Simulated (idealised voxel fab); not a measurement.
Process module heading - voxel ribs on slabs
Displayed cross-section: cut, width of 140 nm, square cells sized 5 nm.
This document writes a cross-section as a grid whose cells are square, and gives it as bands, listed from the top down; one or more rows of cells form a band.
Top, bottom (nm), then materials left to right with widths (nm); lone material tagged "full width" fills the whole band edge to edge; "blank" = empty space.
Convention: height 0 is the level below which the wafer, as received, is all one material. The lowest band does not terminate at the bottom but continues downward, represented as "from 0 down".
The expression "30..40" gives the width at the extremes of the band, the first number at its top row of cells and the second at its bottom row, with the width changing by equal amounts from each row to the next in between.
Take "nothing different" at face value: in the step it is given for, the cross-section changed in none of its cells.
Basically, "Closed cavity list" tells you about the enclosed voids: empty spaces with no open way to the top, 8 cells or bigger, each written width x height at distance, where distance is from the left edge, all in nm.
after a step's settings: what the simulator itself notes on the step
"overlay nm" answers the question of how far to the right of plan the mask lay on a step that has a mask, and when it is negative the answer is to the left.

Intended process steps:
1,RECEIVE: material Si
2,DIRECTIONAL_DEP: material SiO2, thk nm 30
3,DIRECTIONAL_DEP: material SiN, thk nm 20
4,DIRECTIONAL_DEP: material aC, thk nm 15
5,PATTERN: tone cover, mask id RIB, material resist, width nm 20, thk nm 35, overlay nm 0
6,DIRECTIONAL_ETCH: etch materials aC, depth nm 15
7,STRIP: etch materials resist
8,DIRECTIONAL_ETCH: etch materials SiN, depth nm 10
9,STRIP: etch materials aC
10,DIRECTIONAL_DEP: material aC, thk nm 15
11,PATTERN: tone cover, mask id SLAB, material resist, width nm 50, thk nm 35, overlay nm 0
12,DIRECTIONAL_ETCH: etch materials aC, depth nm 15
13,STRIP: etch materials resist
14,DIRECTIONAL_ETCH: etch materials SiN, depth nm 10
15,STRIP: etch materials aC
16,FILL_DEP: material SiO2, thk nm 25
17,CMP: height nm 65
18,DIRECTIONAL_DEP: material TiN, thk nm 5
19,DIRECTIONAL_DEP: material aC, thk nm 10
20,PATTERN: tone cover, mask id HEATER, material resist, width nm 30, thk nm 25, overlay nm 0
21,DIRECTIONAL_ETCH: etch materials aC, depth nm 10
22,STRIP: etch materials resist
23,DIRECTIONAL_ETCH: etch materials TiN, depth nm 5
24,STRIP: etch materials aC
25,CONFORMAL_DEP: material SiN, thk nm 10

The first of a set of two wafers, run to plan:

Cross-section of the wafer at receipt, which is the condition after step 1:
> from 0 down = Si full width
> Closed cavity list: none

Upon completion of step 2, the wafer appears in cross-section as shown:
> from 30 to 0 = SiO2 full width
> No changes below 0.

Upon completion of step 3, the wafer appears in cross-section as shown:
> from 50 to 30 = SiN full width
> No changes below 30.

Upon completion of step 4, the wafer appears in cross-section as shown:
> from 65 to 50 = aC full width
> No changes below 50.

Upon completion of step 5, the wafer appears in cross-section as shown:
> from 100 to 65 = blank (60) | resist (20) | blank (60)
> No changes below 65.

Upon completion of step 6, the wafer appears in cross-section as shown:
> from 85 to 65 = blank (60) | resist (20) | blank (60)
> from 65 to 50 = blank (60) | aC (20) | blank (60)
> No changes below 50.

Upon completion of step 7, the wafer appears in cross-section as shown:
> from 65 to 50 = blank (60) | aC (20) | blank (60)
> No changes below 50.

Upon completion of step 8, the wafer appears in cross-section as shown:
> from 65 to 50 = blank (60) | aC (20) | blank (60)
> from 50 to 40 = blank (60) | SiN (20) | blank (60)
> No changes below 40.

Upon completion of step 9, the wafer appears in cross-section as shown:
> from 50 to 40 = blank (60) | SiN (20) | blank (60)
> No changes below 40.

Upon completion of step 10, the wafer appears in cross-section as shown:
> from 65 to 55 = blank (60) | aC (20) | blank (60)
> from 55 to 50 = aC full width
> from 50 to 40 = aC (60) | SiN (20) | aC (60)
> No changes below 40.

Upon completion of step 11, the wafer appears in cross-section as shown:
> from 100 to 65 = blank (45) | resist (50) | blank (45)
> from 65 to 55 = blank (45) | resist (15) | aC (20) | resist (15) | blank (45)
> No changes below 55.

Upon completion of step 12, the wafer appears in cross-section as shown:
> from 85 to 65 = blank (45) | resist (50) | blank (45)
> from 65 to 55 = blank (45) | resist (15) | aC (20) | resist (15) | blank (45)
> from 55 to 50 = blank (45) | aC (50) | blank (45)
> from 50 to 40 = blank (45) | aC (15) | SiN (20) | aC (15) | blank (45)
> No changes below 40.

Upon completion of step 13, the wafer appears in cross-section as shown:
> from 65 to 55 = blank (60) | aC (20) | blank (60)
> No changes below 55.

Upon completion of step 14, the wafer appears in cross-section as shown:
> from 65 to 55 = blank (60) | aC (20) | blank (60)
> from 55 to 50 = blank (45) | aC (50) | blank (45)
> from 50 to 40 = blank (45) | aC (15) | SiN (20) | aC (15) | blank (45)
> from 40 to 30 = blank (45) | SiN (50) | blank (45)
> No changes below 30.

Upon completion of step 15, the wafer appears in cross-section as shown:
> from 50 to 40 = blank (60) | SiN (20) | blank (60)
> No changes below 40.

Upon completion of step 16, the wafer appears in cross-section as shown:
> from 75 to 50 = SiO2 full width
> from 50 to 40 = SiO2 (60) | SiN (20) | SiO2 (60)
> from 40 to 30 = SiO2 (45) | SiN (50) | SiO2 (45)
> No changes below 30.

Upon completion of step 17, the wafer appears in cross-section as shown:
> from 65 to 50 = SiO2 full width
> No changes below 50.

Upon completion of step 18, the wafer appears in cross-section as shown:
> from 70 to 65 = TiN full width
> No changes below 65.

Upon completion of step 19, the wafer appears in cross-section as shown:
> from 80 to 70 = aC full width
> No changes below 70.

Upon completion of step 20, the wafer appears in cross-section as shown:
> from 105 to 80 = blank (55) | resist (30) | blank (55)
> No changes below 80.

Upon completion of step 21, the wafer appears in cross-section as shown:
> from 95 to 80 = blank (55) | resist (30) | blank (55)
> from 80 to 70 = blank (55) | aC (30) | blank (55)
> No changes below 70.

Upon completion of step 22, the wafer appears in cross-section as shown:
> from 80 to 70 = blank (55) | aC (30) | blank (55)
> No changes below 70.

Upon completion of step 23, the wafer appears in cross-section as shown:
> from 80 to 70 = blank (55) | aC (30) | blank (55)
> from 70 to 65 = blank (55) | TiN (30) | blank (55)
> No changes below 65.

Upon completion of step 24, the wafer appears in cross-section as shown:
> from 70 to 65 = blank (55) | TiN (30) | blank (55)
> No changes below 65.

Upon completion of step 25, the wafer appears in cross-section as shown:
> from 80 to 75 = blank (45) | SiN (50) | blank (45)
> from 75 to 70 = SiN full width
> from 70 to 65 = SiN (55) | TiN (30) | SiN (55)
> No changes below 65.

Wafer two. Same start, same plan, one slip in execution. Same as wafer one through step 16, inclusive:

Planned end of step 17: second wafer, cross-section:
> from 70 to 50 = SiO2 full width
> No changes below 50.

Planned end of step 18: second wafer, cross-section:
> from 75 to 70 = TiN full width
> No changes below 70.

Planned end of step 19: second wafer, cross-section:
> from 85 to 75 = aC full width
> No changes below 75.

Planned end of step 20: second wafer, cross-section:
> from 110 to 85 = blank (55) | resist (30) | blank (55)
> No changes below 85.

Planned end of step 21: second wafer, cross-section:
> from 100 to 85 = blank (55) | resist (30) | blank (55)
> from 85 to 75 = blank (55) | aC (30) | blank (55)
> No changes below 75.

Planned end of step 22: second wafer, cross-section:
> from 85 to 75 = blank (55) | aC (30) | blank (55)
> No changes below 75.

Planned end of step 23: second wafer, cross-section:
> from 85 to 75 = blank (55) | aC (30) | blank (55)
> from 75 to 70 = blank (55) | TiN (30) | blank (55)
> No changes below 70.

Planned end of step 24: second wafer, cross-section:
> from 75 to 70 = blank (55) | TiN (30) | blank (55)
> No changes below 70.

Planned end of step 25: second wafer, cross-section:
> from 85 to 80 = blank (45) | SiN (50) | blank (45)
> from 80 to 75 = SiN full width
> from 75 to 70 = SiN (55) | TiN (30) | SiN (55)
> No changes below 70.
The mistake made against the process plan was this: not per plan at step 17, really ran CMP: height nm 70
Final tally in cells, some materials are higher or lower on the second wafer than on the first: SiO2 +28
